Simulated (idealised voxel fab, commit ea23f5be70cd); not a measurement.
The document below concerns the process module designated voxel local oxidation.
The width of the displayed cross-section, cut, is 230 nm; its cells are square, with a size of 5 nm.
We lay out every cross-section as a grid of square cells and spell it out in bands from the top down, where one band means one or more rows of cells.
Basically the band line says how high the top is and how high the bottom is, in nm, and then what's in it from left to right, every material with its width in nm. Empty space shows up as "air", and if a single material carries "throughout" it runs the full band edge to edge.
Heights are measured from 0, the level below which the as-received wafer is all one material; the lowest band has no bottom and continues downward, written as in "0 down".
Top row gets the first number, bottom row gets the second, and each row in between changes by the same step: that is how a band width like "30..40" works.
Reading "no change" for a step: not a cell of the cross-section changed in it.
"Fully sealed cavities" enumerates empty spaces isolated from the top, with no open way to it, that contain at least 8 cells, giving each as width x height at distance from the left edge, all three in nm.
Past the settings on a step's line: simulator remark, on that step.
overlay nm: right-of-plan distance of the mask on a masked step; negative values mean left-of-plan.
The planned process steps are enumerated hereunder
1) RECEIVE with material Si
2) CONFORMAL_DEP with material SiO2, thk nm 5
3) CONFORMAL_DEP with material SiN, thk nm 15
4) PATTERN with tone cover, mask id ACTIVE, material resist, width nm 90, thk nm 15, overlay nm 0
5) DIRECTIONAL_ETCH with etch materials SiN, depth nm 15
6) STRIP with etch materials resist
7) SELECTIVE_ETCH with etch materials SiO2, depth nm 5
8) OXIDIZE with depth nm 10
9) STRIP with etch materials SiN
Of two wafers, the first: run according to plan
Delivered wafer in cross-section: state after step 1
    0 down = Si throughout
    Fully sealed cavities: none
The wafer in cross-section once step 2 is complete
    5 to 0 = SiO2 throughout
    Below a height of 0, the structure has not been altered.
The wafer in cross-section once step 3 is complete
    20 to 5 = SiN throughout
    Below a height of 5, the structure has not been altered.
The wafer in cross-section once step 4 is complete
    35 to 20 = air 70 nm, resist 90 nm, air 70 nm
    Below a height of 20, the structure has not been altered.
The wafer in cross-section once step 5 is complete
    35 to 20 = air 70 nm, resist 90 nm, air 70 nm
    20 to 5 = air 70 nm, SiN 90 nm, air 70 nm
    Below a height of 5, the structure has not been altered.
The wafer in cross-section once step 6 is complete
    20 to 5 = air 70 nm, SiN 90 nm, air 70 nm
    Below a height of 5, the structure has not been altered.
The wafer in cross-section once step 7 is complete
    20 to 5 = air 70 nm, SiN 90 nm, air 70 nm
    5 to 0 = air 75 nm, SiO2 80 nm, air 75 nm
    Below a height of 0, the structure has not been altered.
The wafer in cross-section once step 8 is complete
    20 to 5 = air 70 nm, SiN 90 nm, air 70 nm
    5 to 0 = air 75 nm, SiO2 80 nm, air 75 nm
    0 to -10 = SiO2 85 nm, Si 60 nm, SiO2 85 nm
    Below a height of -10, the structure has not been altered.
The wafer in cross-section once step 9 is complete
    5 to 0 = air 75 nm, SiO2 80 nm, air 75 nm
    Below a height of 0, the structure has not been altered.
Now the other wafer: same start, same recipe, but we messed up one thing when running it. Up to and including step 1 it's the same as the first one
Second wafer profile in section, at the moment step 2 of the plan was meant to be complete: no change
Second wafer profile in section, at the moment step 3 of the plan was meant to be complete
    15 to 0 = SiN throughout
    Below a height of 0, the structure has not been altered.
Second wafer profile in section, at the moment step 4 of the plan was meant to be complete
    30 to 15 = air 70 nm, resist 90 nm, air 70 nm
    Below a height of 15, the structure has not been altered.
Second wafer profile in section, at the moment step 5 of the plan was meant to be complete
    30 to 15 = air 70 nm, resist 90 nm, air 70 nm
    15 to 0 = air 70 nm, SiN 90 nm, air 70 nm
    Below a height of 0, the structure has not been altered.
Second wafer profile in section, at the moment step 6 of the plan was meant to be complete
    15 to 0 = air 70 nm, SiN 90 nm, air 70 nm
    Below a height of 0, the structure has not been altered.
Second wafer profile in section, at the moment step 7 of the plan was meant to be complete: no change
Second wafer profile in section, at the moment step 8 of the plan was meant to be complete
    15 to 0 = air 70 nm, SiN 90 nm, air 70 nm
    0 to -10 = SiO2 80 nm, Si 70 nm, SiO2 80 nm
    Below a height of -10, the structure has not been altered.
Second wafer profile in section, at the moment step 9 of the plan was meant to be complete
    0 to -10 = SiO2 80 nm, Si 70 nm, SiO2 80 nm
    Below a height of -10, the structure has not been altered.
Want to know what went wrong? step 2 of the plan was jumped over and never run
End check, counted in cells, second wafer has more or fewer of these materials than the first: 4 more of Si, 20 fewer of SiO2
